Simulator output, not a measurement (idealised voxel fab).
A process module follows: voxel self aligned vias.
Cross-section cut spans 300 nm and uses square cells 5 nm in size.
For the purposes of this document, a cross-section shall be understood as a grid of square cells, specified as bands listed in top-to-bottom order, each band consisting of one or more rows of cells.
Band entry format. Leading values: height of top, height of bottom, nm. Remainder: materials in left-to-right order, each with its width in nm. Special words: "everywhere" on a single material, which then fills the band edge to edge; "blank", empty space.
The reference from which all heights are counted is 0, the level beneath which the as-received wafer is entirely one material; the lowest band, having no lower bound, proceeds downward and is written after the example "0 down".
With a width like "30 to 40", each row of cells in the band differs from the next by the same amount, the top row carrying the first number and the bottom row the second.
No cell of the cross-section changed in a step that is given as "nothing got changed".
So "Cavities, sealed" is basically the list of trapped voids: any empty space of 8 cells or more that can't reach the top through an opening. They're written width x height at distance, the distance being from the left edge, and it's all nm.
What comes after the settings on a step's line is commentary from the simulator itself on that step.
"overlay nm" on a masked step: distance the mask lay right of its planned place, negative for left.

-- This section lists the process steps that were planned
step 1: RECEIVE (material Si)
step 2: CONFORMAL_DEP (material SiO2; thk nm 15)
step 3: CONFORMAL_DEP (material SiCN; thk nm 5)
step 4: DIRECTIONAL_DEP (material lowk; thk nm 30)
step 5: MASKED_ETCH (tone open; mask id LINES; width nm 20; pitch nm 65; etch materials lowk; depth nm 30; overlay nm 0)
step 6: CONFORMAL_DEP (material TiN; thk nm 5)
step 7: FILL_DEP (material W; thk nm 10)
step 8: CMP (height nm 50)
step 9: SELECTIVE_ETCH (etch materials W Ru TiN; depth nm 5)
step 10: FILL_DEP (material SiN; thk nm 10)
step 11: CMP (height nm 50)
step 12: DIRECTIONAL_DEP (material lowk; thk nm 15)
step 13: PATTERN (tone open; mask id VIAS; material resist; width nm 40; pitch nm 65; thk nm 15; overlay nm 0)
step 14: DIRECTIONAL_ETCH (etch materials lowk; depth nm 15)
step 15: DIRECTIONAL_ETCH (etch materials SiN; depth nm 5)
step 16: STRIP (etch materials resist)
step 17: CONFORMAL_DEP (material TiN; thk nm 5)
step 18: FILL_DEP (material Cu; thk nm 10)
step 19: CMP (height nm 65)
step 20: CONFORMAL_DEP (material SiN; thk nm 5)

-- Of two wafers, the first: run according to plan

-- This is the cross-section of the wafer as we received it, i.e. after step 1
0 down = Si everywhere
Cavities, sealed: none

-- After step 2: wafer cross-section
15 to 0 = SiO2 everywhere
At heights below 0, the structure remains unaltered.

-- After step 3: wafer cross-section
20 to 15 = SiCN everywhere
At heights below 15, the structure remains unaltered.

-- After step 4: wafer cross-section
50 to 20 = lowk everywhere
At heights below 20, the structure remains unaltered.

-- After step 5: wafer cross-section
50 to 20 = 75 nm lowk; 20 nm blank; 45 nm lowk; 20 nm blank; 45 nm lowk; 20 nm blank; 75 nm lowk
At heights below 20, the structure remains unaltered.

-- After step 6: wafer cross-section
55 to 50 = 80 nm TiN; 10 nm blank; 55 nm TiN; 10 nm blank; 55 nm TiN; 10 nm blank; 80 nm TiN
50 to 25 = 75 nm lowk; 5 nm TiN; 10 nm blank; 5 nm TiN; 45 nm lowk; 5 nm TiN; 10 nm blank; 5 nm TiN; 45 nm lowk; 5 nm TiN; 10 nm blank; 5 nm TiN; 75 nm lowk
25 to 20 = 75 nm lowk; 20 nm TiN; 45 nm lowk; 20 nm TiN; 45 nm lowk; 20 nm TiN; 75 nm lowk
At heights below 20, the structure remains unaltered.

-- After step 7: wafer cross-section
65 to 55 = W everywhere
55 to 50 = 80 nm TiN; 10 nm W; 55 nm TiN; 10 nm W; 55 nm TiN; 10 nm W; 80 nm TiN
50 to 25 = 75 nm lowk; 5 nm TiN; 10 nm W; 5 nm TiN; 45 nm lowk; 5 nm TiN; 10 nm W; 5 nm TiN; 45 nm lowk; 5 nm TiN; 10 nm W; 5 nm TiN; 75 nm lowk
At heights below 25, the structure remains unaltered.

-- After step 8: wafer cross-section
50 to 25 = 75 nm lowk; 5 nm TiN; 10 nm W; 5 nm TiN; 45 nm lowk; 5 nm TiN; 10 nm W; 5 nm TiN; 45 nm lowk; 5 nm TiN; 10 nm W; 5 nm TiN; 75 nm lowk
At heights below 25, the structure remains unaltered.

-- After step 9: wafer cross-section
50 to 45 = 75 nm lowk; 20 nm blank; 45 nm lowk; 20 nm blank; 45 nm lowk; 20 nm blank; 75 nm lowk
At heights below 45, the structure remains unaltered.

-- After step 10: wafer cross-section
60 to 50 = SiN everywhere
50 to 45 = 75 nm lowk; 20 nm SiN; 45 nm lowk; 20 nm SiN; 45 nm lowk; 20 nm SiN; 75 nm lowk
At heights below 45, the structure remains unaltered.

-- After step 11: wafer cross-section
50 to 45 = 75 nm lowk; 20 nm SiN; 45 nm lowk; 20 nm SiN; 45 nm lowk; 20 nm SiN; 75 nm lowk
At heights below 45, the structure remains unaltered.

-- After step 12: wafer cross-section
65 to 50 = lowk everywhere
At heights below 50, the structure remains unaltered.

-- After step 13: wafer cross-section
80 to 65 = 65 nm resist; 40 nm blank; 25 nm resist; 40 nm blank; 25 nm resist; 40 nm blank; 65 nm resist
At heights below 65, the structure remains unaltered.

-- After step 14: wafer cross-section
80 to 65 = 65 nm resist; 40 nm blank; 25 nm resist; 40 nm blank; 25 nm resist; 40 nm blank; 65 nm resist
65 to 50 = 65 nm lowk; 40 nm blank; 25 nm lowk; 40 nm blank; 25 nm lowk; 40 nm blank; 65 nm lowk
At heights below 50, the structure remains unaltered.

-- After step 15: wafer cross-section
80 to 65 = 65 nm resist; 40 nm blank; 25 nm resist; 40 nm blank; 25 nm resist; 40 nm blank; 65 nm resist
65 to 50 = 65 nm lowk; 40 nm blank; 25 nm lowk; 40 nm blank; 25 nm lowk; 40 nm blank; 65 nm lowk
50 to 45 = 75 nm lowk; 20 nm blank; 45 nm lowk; 20 nm blank; 45 nm lowk; 20 nm blank; 75 nm lowk
At heights below 45, the structure remains unaltered.

-- After step 16: wafer cross-section
65 to 50 = 65 nm lowk; 40 nm blank; 25 nm lowk; 40 nm blank; 25 nm lowk; 40 nm blank; 65 nm lowk
At heights below 50, the structure remains unaltered.

-- After step 17: wafer cross-section
70 to 65 = 70 nm TiN; 30 nm blank; 35 nm TiN; 30 nm blank; 35 nm TiN; 30 nm blank; 70 nm TiN
65 to 55 = 65 nm lowk; 5 nm TiN; 30 nm blank; 5 nm TiN; 25 nm lowk; 5 nm TiN; 30 nm blank; 5 nm TiN; 25 nm lowk; 5 nm TiN; 30 nm blank; 5 nm TiN; 65 nm lowk
55 to 50 = 65 nm lowk; 15 nm TiN; 10 nm blank; 15 nm TiN; 25 nm lowk; 15 nm TiN; 10 nm blank; 15 nm TiN; 25 nm lowk; 15 nm TiN; 10 nm blank; 15 nm TiN; 65 nm lowk
50 to 45 = 75 nm lowk; 20 nm TiN; 45 nm lowk; 20 nm TiN; 45 nm lowk; 20 nm TiN; 75 nm lowk
At heights below 45, the structure remains unaltered.

-- After step 18: wafer cross-section
80 to 70 = Cu everywhere
70 to 65 = 70 nm TiN; 30 nm Cu; 35 nm TiN; 30 nm Cu; 35 nm TiN; 30 nm Cu; 70 nm TiN
65 to 55 = 65 nm lowk; 5 nm TiN; 30 nm Cu; 5 nm TiN; 25 nm lowk; 5 nm TiN; 30 nm Cu; 5 nm TiN; 25 nm lowk; 5 nm TiN; 30 nm Cu; 5 nm TiN; 65 nm lowk
55 to 50 = 65 nm lowk; 15 nm TiN; 10 nm Cu; 15 nm TiN; 25 nm lowk; 15 nm TiN; 10 nm Cu; 15 nm TiN; 25 nm lowk; 15 nm TiN; 10 nm Cu; 15 nm TiN; 65 nm lowk
At heights below 50, the structure remains unaltered.

-- After step 19: wafer cross-section
65 to 55 = 65 nm lowk; 5 nm TiN; 30 nm Cu; 5 nm TiN; 25 nm lowk; 5 nm TiN; 30 nm Cu; 5 nm TiN; 25 nm lowk; 5 nm TiN; 30 nm Cu; 5 nm TiN; 65 nm lowk
At heights below 55, the structure remains unaltered.

-- After step 20: wafer cross-section
70 to 65 = SiN everywhere
At heights below 65, the structure remains unaltered.

-- Second wafer, same starting conditions and recipe as the first, one mistake in executing it, nothing differs from the first up to and including step 2

Second wafer: cross-section at the scheduled end of step 3: nothing got changed

-- Second wafer: cross-section at the scheduled end of step 4
45 to 15 = lowk everywhere
At heights below 15, the structure remains unaltered.

-- Second wafer: cross-section at the scheduled end of step 5
45 to 15 = 75 nm lowk; 20 nm blank; 45 nm lowk; 20 nm blank; 45 nm lowk; 20 nm blank; 75 nm lowk
At heights below 15, the structure remains unaltered.

-- Second wafer: cross-section at the scheduled end of step 6
50 to 45 = 80 nm TiN; 10 nm blank; 55 nm TiN; 10 nm blank; 55 nm TiN; 10 nm blank; 80 nm TiN
45 to 20 = 75 nm lowk; 5 nm TiN; 10 nm blank; 5 nm TiN; 45 nm lowk; 5 nm TiN; 10 nm blank; 5 nm TiN; 45 nm lowk; 5 nm TiN; 10 nm blank; 5 nm TiN; 75 nm lowk
20 to 15 = 75 nm lowk; 20 nm TiN; 45 nm lowk; 20 nm TiN; 45 nm lowk; 20 nm TiN; 75 nm lowk
At heights below 15, the structure remains unaltered.

-- Second wafer: cross-section at the scheduled end of step 7
60 to 50 = W everywhere
50 to 45 = 80 nm TiN; 10 nm W; 55 nm TiN; 10 nm W; 55 nm TiN; 10 nm W; 80 nm TiN
45 to 20 = 75 nm lowk; 5 nm TiN; 10 nm W; 5 nm TiN; 45 nm lowk; 5 nm TiN; 10 nm W; 5 nm TiN; 45 nm lowk; 5 nm TiN; 10 nm W; 5 nm TiN; 75 nm lowk
At heights below 20, the structure remains unaltered.

-- Second wafer: cross-section at the scheduled end of step 8
50 to 45 = 80 nm TiN; 10 nm W; 55 nm TiN; 10 nm W; 55 nm TiN; 10 nm W; 80 nm TiN
At heights below 45, the structure remains unaltered.

-- Second wafer: cross-section at the scheduled end of step 9
45 to 20 = 75 nm lowk; 5 nm TiN; 10 nm W; 5 nm TiN; 45 nm lowk; 5 nm TiN; 10 nm W; 5 nm TiN; 45 nm lowk; 5 nm TiN; 10 nm W; 5 nm TiN; 75 nm lowk
At heights below 20, the structure remains unaltered.

-- Second wafer: cross-section at the scheduled end of step 10
55 to 45 = SiN everywhere
At heights below 45, the structure remains unaltered.

-- Second wafer: cross-section at the scheduled end of step 11
50 to 45 = SiN everywhere
At heights below 45, the structure remains unaltered.

-- Second wafer: cross-section at the scheduled end of step 12
65 to 50 = lowk everywhere
At heights below 50, the structure remains unaltered.

-- Second wafer: cross-section at the scheduled end of step 13
80 to 65 = 65 nm resist; 40 nm blank; 25 nm resist; 40 nm blank; 25 nm resist; 40 nm blank; 65 nm resist
At heights below 65, the structure remains unaltered.

-- Second wafer: cross-section at the scheduled end of step 14
80 to 65 = 65 nm resist; 40 nm blank; 25 nm resist; 40 nm blank; 25 nm resist; 40 nm blank; 65 nm resist
65 to 50 = 65 nm lowk; 40 nm blank; 25 nm lowk; 40 nm blank; 25 nm lowk; 40 nm blank; 65 nm lowk
At heights below 50, the structure remains unaltered.

-- Second wafer: cross-section at the scheduled end of step 15
80 to 65 = 65 nm resist; 40 nm blank; 25 nm resist; 40 nm blank; 25 nm resist; 40 nm blank; 65 nm resist
65 to 50 = 65 nm lowk; 40 nm blank; 25 nm lowk; 40 nm blank; 25 nm lowk; 40 nm blank; 65 nm lowk
50 to 45 = 65 nm SiN; 40 nm blank; 25 nm SiN; 40 nm blank; 25 nm SiN; 40 nm blank; 65 nm SiN
At heights below 45, the structure remains unaltered.

-- Second wafer: cross-section at the scheduled end of step 16
65 to 50 = 65 nm lowk; 40 nm blank; 25 nm lowk; 40 nm blank; 25 nm lowk; 40 nm blank; 65 nm lowk
At heights below 50, the structure remains unaltered.

-- Second wafer: cross-section at the scheduled end of step 17
70 to 65 = 70 nm TiN; 30 nm blank; 35 nm TiN; 30 nm blank; 35 nm TiN; 30 nm blank; 70 nm TiN
65 to 50 = 65 nm lowk; 5 nm TiN; 30 nm blank; 5 nm TiN; 25 nm lowk; 5 nm TiN; 30 nm blank; 5 nm TiN; 25 nm lowk; 5 nm TiN; 30 nm blank; 5 nm TiN; 65 nm lowk
50 to 45 = 65 nm SiN; 40 nm TiN; 25 nm SiN; 40 nm TiN; 25 nm SiN; 40 nm TiN; 65 nm SiN
At heights below 45, the structure remains unaltered.

-- Second wafer: cross-section at the scheduled end of step 18
80 to 70 = Cu everywhere
70 to 65 = 70 nm TiN; 30 nm Cu; 35 nm TiN; 30 nm Cu; 35 nm TiN; 30 nm Cu; 70 nm TiN
65 to 50 = 65 nm lowk; 5 nm TiN; 30 nm Cu; 5 nm TiN; 25 nm lowk; 5 nm TiN; 30 nm Cu; 5 nm TiN; 25 nm lowk; 5 nm TiN; 30 nm Cu; 5 nm TiN; 65 nm lowk
At heights below 50, the structure remains unaltered.

-- Second wafer: cross-section at the scheduled end of step 19
65 to 50 = 65 nm lowk; 5 nm TiN; 30 nm Cu; 5 nm TiN; 25 nm lowk; 5 nm TiN; 30 nm Cu; 5 nm TiN; 25 nm lowk; 5 nm TiN; 30 nm Cu; 5 nm TiN; 65 nm lowk
At heights below 50, the structure remains unaltered.

-- Second wafer: cross-section at the scheduled end of step 20
70 to 65 = SiN everywhere
At heights below 65, the structure remains unaltered.
What was the processing mistake? step 3 of the plan: omitted, not performed
In the final state, the cell counts of the second wafer exceed or fall short of those of the first for the following materials: 12 more of Cu, 60 fewer of SiCN, 36 more of SiN, 6 more of TiN, 6 more of W
